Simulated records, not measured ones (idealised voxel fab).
A process module follows: voxel lift off.
Pictured: cross-section cut, 155 nm wide, on a grid of 5 nm square cells.
Think of the cross-section as a grid of square cells. We describe it in bands, top to bottom, and each band covers one or more rows of those cells.
Basically the band line says how high the top is and how high the bottom is, in nm, and then what's in it from left to right, every material with its width in nm. Empty space shows up as "air", and if a single material carries "throughout" it runs the full band edge to edge.
The level at which height equals 0 is the one under which the wafer, as it arrives, is entirely one material. No lower edge exists for the bottom band, which continues downward and is notated as in "top 0, no bottom".
When a width is written as two numbers, as in "30..40", the first number is the width in the top row of cells of the band and the second is the width in its bottom row, and the width changes by the same amount from each row to the next.
Given "no alterations made" for a step, no cell of the cross-section differs between before and after that step.
"Unvented voids" lists enclosed empty spaces (at least 8 cells, no open path upward to the top), each as width x height at distance from the left edge, in nm.
Heads up: the bit after the settings on a step's line is the simulator's remark on that step.
The setting "overlay nm" may be written on the line of a step. When the step uses a mask, the value reports how far to the right of the planned place the mask lay, and a negative value reports that it lay to the left.
-- The following list gives the planned process steps
1: RECEIVE (material Si)
2: CONFORMAL_DEP (material Al2O3; thk nm 15)
3: PATTERN (tone open; mask id LINES; material resist; width nm 15; pitch nm 40; thk nm 25; overlay nm 0)
4: DIRECTIONAL_DEP (material Ru; thk nm 15)
5: STRIP (etch materials resist)
6: CONFORMAL_DEP (material SiO2; thk nm 5)
-- As-received wafer cross-section (after step 1)
* top 0, no bottom: Si throughout
* Unvented voids: none
-- Module complete, cross-section. Starting point and plan per above. One mistake made in running the module
* top 20, bottom 15: 25 of air / 25 of SiO2 / 15 of air / 25 of SiO2 / 15 of air / 25 of SiO2 / 25 of air
* top 15, bottom 5: 25 of air / 5 of SiO2 / 15 of Ru / 5 of SiO2 / 15 of air / 5 of SiO2 / 15 of Ru / 5 of SiO2 / 15 of air / 5 of SiO2 / 15 of Ru / 5 of SiO2 / 25 of air
* top 5, bottom 0: 30 of SiO2 / 15 of Ru / 25 of SiO2 / 15 of Ru / 25 of SiO2 / 15 of Ru / 30 of SiO2
* top 0, no bottom: Si throughout
* Unvented voids: none
Error vs. plan: step 2 of the plan got skipped, so it never ran
